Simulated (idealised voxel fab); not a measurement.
You're looking at the process module voxel transistor to metal.
For reference, the cross-section in this document is cut, with width 210 nm and square cells of 5 nm.
Cross-section, as written here: a square-cell grid given band by band from the top down, where a band holds one or more rows of cells. Top, bottom (nm), then materials left to right with widths (nm); lone material tagged "everywhere" fills the whole band edge to edge; "air" = empty space. Heights are measured from 0, the level below which the as-received wafer is all one material; the lowest band has no bottom and continues downward, written as in "0 nm and below". A width given as "30..40" starts at the first number in the band's top row and ends at the second number in its bottom row, shifting by an equal amount at every step from row to row. Step note "changes: none" = no cross-section cell changed. So "Cavities, sealed" is basically the list of trapped voids: any empty space of 8 cells or more that can't reach the top through an opening. They're written width x height at distance, the distance being from the left edge, and it's all nm. On each step's line, the part that comes after the settings is the simulator's own comment on the step. When a step includes a mask, the "overlay nm" setting on its line states how far to the right of its planned place that mask lay, and negative values state how far to the left.
THIS SECTION LISTS THE PROCESS STEPS THAT WERE PLANNED
- 1: RECEIVE with material Si
- 2: OXIDIZE with depth nm 5
- 3: CONFORMAL_DEP with material SiN, thk nm 15
- 4: MASKED_ETCH with tone cover, mask id ACTIVE, width nm 115, etch materials SiN, depth nm 15, overlay nm 0
- 5: MASKED_ETCH with tone cover, mask id ACTIVE, width nm 115, etch materials SiO2, depth nm 5, overlay nm 0
- 6: MASKED_ETCH with tone cover, mask id ACTIVE, width nm 115, etch materials Si, depth nm 25, overlay nm 0
- 7: OXIDIZE with depth nm 5
- 8: FILL_DEP with material SiO2, thk nm 15
- 9: CMP with height nm 15
- 10: SELECTIVE_ETCH with etch materials SiO2, depth nm 10
- 11: STRIP with etch materials SiN
- 12: SELECTIVE_ETCH with etch materials SiO2, depth nm 5
- 13: OXIDIZE with depth nm 5
- 14: DIRECTIONAL_DEP with material polySi, thk nm 25
- 15: DIRECTIONAL_DEP with material SiCN, thk nm 10
- 16: DIRECTIONAL_DEP with material aC, thk nm 10
- 17: PATTERN with tone cover, mask id GATE, material resist, width nm 15, thk nm 25, overlay nm 0
- 18: DIRECTIONAL_ETCH with etch materials aC, depth nm 10
- 19: STRIP with etch materials resist
- 20: DIRECTIONAL_ETCH with etch materials SiCN, depth nm 20
- 21: DIRECTIONAL_ETCH with etch materials polySi, depth nm 35
- 22: STRIP with etch materials aC
- 23: CONFORMAL_DEP with material SiN, thk nm 10
- 24: DIRECTIONAL_ETCH with etch materials SiN, depth nm 10
- 25: DIRECTIONAL_ETCH with etch materials SiO2, depth nm 5
- 26: DIRECTIONAL_ETCH with etch materials Si, depth nm 10
- 27: EPI with material nSi, thk nm 15
- 28: FILL_DEP with material SiO2, thk nm 5
- 29: CMP with height nm 30
- 30: DIRECTIONAL_DEP with material SiO2, thk nm 15
- 31: DIRECTIONAL_DEP with material aC, thk nm 10
- 32: PATTERN with tone open, mask id CONTACT, material resist, width nm 20, pitch nm 75, thk nm 30, overlay nm 0
- 33: DIRECTIONAL_ETCH with etch materials aC, depth nm 10
- 34: STRIP with etch materials resist
- 35: DIRECTIONAL_ETCH with etch materials SiO2, depth nm 50
- 36: STRIP with etch materials aC
- 37: CONFORMAL_DEP with material TiN, thk nm 5
- 38: FILL_DEP with material W, thk nm 5
- 39: CMP with height nm 45
- 40: CONFORMAL_DEP with material SiCN, thk nm 5
- 41: DIRECTIONAL_DEP with material lowk, thk nm 25
- 42: PATTERN with tone open, mask id METAL_1, material resist, width nm 20, pitch nm 75, thk nm 15, overlay nm 0
- 43: DIRECTIONAL_ETCH with etch materials lowk, depth nm 25
- 44: DIRECTIONAL_ETCH with etch materials SiCN, depth nm 5
- 45: STRIP with etch materials resist
- 46: CONFORMAL_DEP with material TiN, thk nm 5
- 47: FILL_DEP with material Ru, thk nm 10
- 48: CMP with height nm 75
- 49: CONFORMAL_DEP with material SiN, thk nm 5
WAFER CROSS-SECTION ON RECEIPT, I.E. AFTER STEP 1
* 0 nm and below | Si everywhere
* Cavities, sealed: none
CROSS-SECTION AT MODULE END, ONE RUN ERROR; START AND PLAN UNCHANGED FROM ABOVE
* 80 nm to 75 nm | SiN everywhere
* 75 nm to 50 nm | lowk: 55  TiN: 5  Ru: 10  TiN: 5  lowk: 55  TiN: 5  Ru: 10  TiN: 5  lowk: 60
* 50 nm to 45 nm | SiCN: 55  TiN: 20  SiCN: 55  TiN: 20  SiCN: 60
* 45 nm to 30 nm | SiO2: 55  TiN: 5  W: 10  TiN: 5  SiO2: 55  TiN: 5  W: 10  TiN: 5  SiO2: 60
* 30 nm to 20 nm | SiO2: 55  TiN: 5  W: 10  TiN: 5  SiO2: 10  SiN: 10  SiCN: 15  SiN: 10  SiO2: 10  TiN: 5  W: 10  TiN: 5  SiO2: 60
* 20 nm to 10 nm | SiO2: 55  TiN: 5  W: 10  TiN: 5  SiO2: 10  SiN: 10  polySi: 15  SiN: 10  SiO2: 10  TiN: 5  W: 10  TiN: 5  SiO2: 60
* 10 nm to 5 nm | SiO2: 55  TiN: 5  W: 5  TiN: 10  SiO2: 10  SiN: 10  polySi: 15  SiN: 10  SiO2: 10  TiN: 10  W: 5  TiN: 5  SiO2: 60
* 5 nm to 0 nm | SiO2: 55  TiN: 5  W: 5  TiN: 5  nSi: 15  SiN: 10  polySi: 15  SiN: 10  nSi: 15  TiN: 5  W: 5  TiN: 5  SiO2: 60
* 0 nm to -5 nm | SiO2: 30  SiN: 10  SiO2: 15  TiN: 15  nSi: 15  SiN: 10  polySi: 15  SiN: 10  nSi: 15  TiN: 15  SiO2: 15  SiN: 10  SiO2: 35
* -5 nm to -10 nm | SiO2: 30  SiN: 20  nSi: 35  SiO2: 35  nSi: 35  SiN: 20  SiO2: 35
* -10 nm to -15 nm | SiO2: 30  SiN: 20  SiO2: 5  nSi: 30  Si: 35  nSi: 30  SiO2: 5  SiN: 20  SiO2: 35
* -15 nm to -20 nm | SiO2: 55  nSi: 30  Si: 35  nSi: 30  SiO2: 60
* -20 nm to -35 nm | SiO2: 50  Si: 105  SiO2: 55
* -35 nm and below | Si everywhere
* Cavities, sealed: none
Error vs. plan: steps 10 and 11 of the plan were each performed in the slot designated for the other
